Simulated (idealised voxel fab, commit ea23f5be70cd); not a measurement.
Herein follows the process module entitled voxel ribs on slabs.
Each square cell in cross-section cut measures 5 nm, and the section as a whole is 235 nm wide.
Notation: cross-section as square-cell grid; stated in bands, top first, going down; one or more cell rows per band. Top height, bottom height, nm. Materials left to right, width each, nm. Single material + "all across" = fills band edge to edge. "air" = empty. Counting heights begins at 0, where everything beneath is, in the wafer as received, one material. The lowest band has no bottom; it goes on downwards, as "from 0 down" shows. Read "30->40" as a graded width: first number on top, second number at the bottom, same change between each pair of neighbouring rows. Basically "changes: none" means that step didn't change any cell in the cross-section. Entry "Closed void list". Content: empty spaces with no open connection to the top, size 8 cells or greater. Each: width x height at distance. Distance: from left edge. Unit: nm. Past the settings on a step's line: simulator remark, on that step. The optional step-line setting "overlay nm" applies to steps with a mask and quantifies how far to the right of its planned location the mask lay, a negative value indicating leftward placement.
The process steps that were planned are listed below
step 1: RECEIVE | material Si
step 2: DIRECTIONAL_DEP | material SiO2 | thk nm 25
step 3: DIRECTIONAL_DEP | material SiN | thk nm 20
step 4: PATTERN | tone cover | mask id RIB | material resist | width nm 20 | thk nm 20 | overlay nm 0
step 5: DIRECTIONAL_ETCH | etch materials SiN | depth nm 10
step 6: STRIP | etch materials resist
step 7: PATTERN | tone cover | mask id SLAB | material resist | width nm 50 | thk nm 20 | overlay nm 0
step 8: DIRECTIONAL_ETCH | etch materials SiN | depth nm 10
step 9: STRIP | etch materials resist
step 10: FILL_DEP | material SiO2 | thk nm 15
step 11: CMP | height nm 60
step 12: DIRECTIONAL_DEP | material TiN | thk nm 10
step 13: DIRECTIONAL_DEP | material aC | thk nm 10
step 14: PATTERN | tone cover | mask id HEATER | material resist | width nm 30 | thk nm 30 | overlay nm 0
step 15: DIRECTIONAL_ETCH | etch materials aC | depth nm 10
step 16: STRIP | etch materials resist
step 17: DIRECTIONAL_ETCH | etch materials TiN | depth nm 10
step 18: STRIP | etch materials aC
step 19: CONFORMAL_DEP | material SiN | thk nm 5
For clarity, it should be stated that the wafers under discussion commence in an identical condition and differ with respect to the thk nm of step 2, the plan indicating the value that the first wafer had.
So this is the first of several wafers, cross-sectioned as it came to us, meaning it's at the end of step 1
- from 0 down = Si all across
- Closed void list: none
Wafer cross-section (first of several) - module end, post step 19 (last step)
- from 75 to 70 = air: 95; SiN: 40; air: 100
- from 70 to 65 = air: 95; SiN: 5; TiN: 30; SiN: 5; air: 100
- from 65 to 60 = SiN: 100; TiN: 30; SiN: 105
- from 60 to 45 = SiO2 all across
- from 45 to 35 = SiO2: 105; SiN: 20; SiO2: 110
- from 35 to 25 = SiO2: 90; SiN: 50; SiO2: 95
- from 25 to 0 = SiO2 all across
- from 0 down = Si all across
- Closed void list: none
Cross-section at module completion, last wafer
- from 75 to 70 = air: 95; SiN: 40; air: 100
- from 70 to 65 = air: 95; SiN: 5; TiN: 30; SiN: 5; air: 100
- from 65 to 60 = SiN: 100; TiN: 30; SiN: 105
- from 60 to 55 = SiO2: 105; SiN: 20; SiO2: 110
- from 55 to 45 = SiO2: 90; SiN: 50; SiO2: 95
- from 45 to 0 = SiO2 all across
- from 0 down = Si all across
- Closed void list: none
Wafer rows, end of module: cells per material gained (+) or lost (-) since receipt; closed voids last
thk nm 25 | +79 SiN | +536 SiO2 | +12 TiN | Closed void list: none
thk nm 30 | +79 SiN | +536 SiO2 | +12 TiN | Closed void list: none
thk nm 35 | +79 SiN | +536 SiO2 | +12 TiN | Closed void list: none
thk nm 40 | +79 SiN | +536 SiO2 | +12 TiN | Closed void list: none
thk nm 45 | +75 SiN | +540 SiO2 | +12 TiN | Closed void list: none
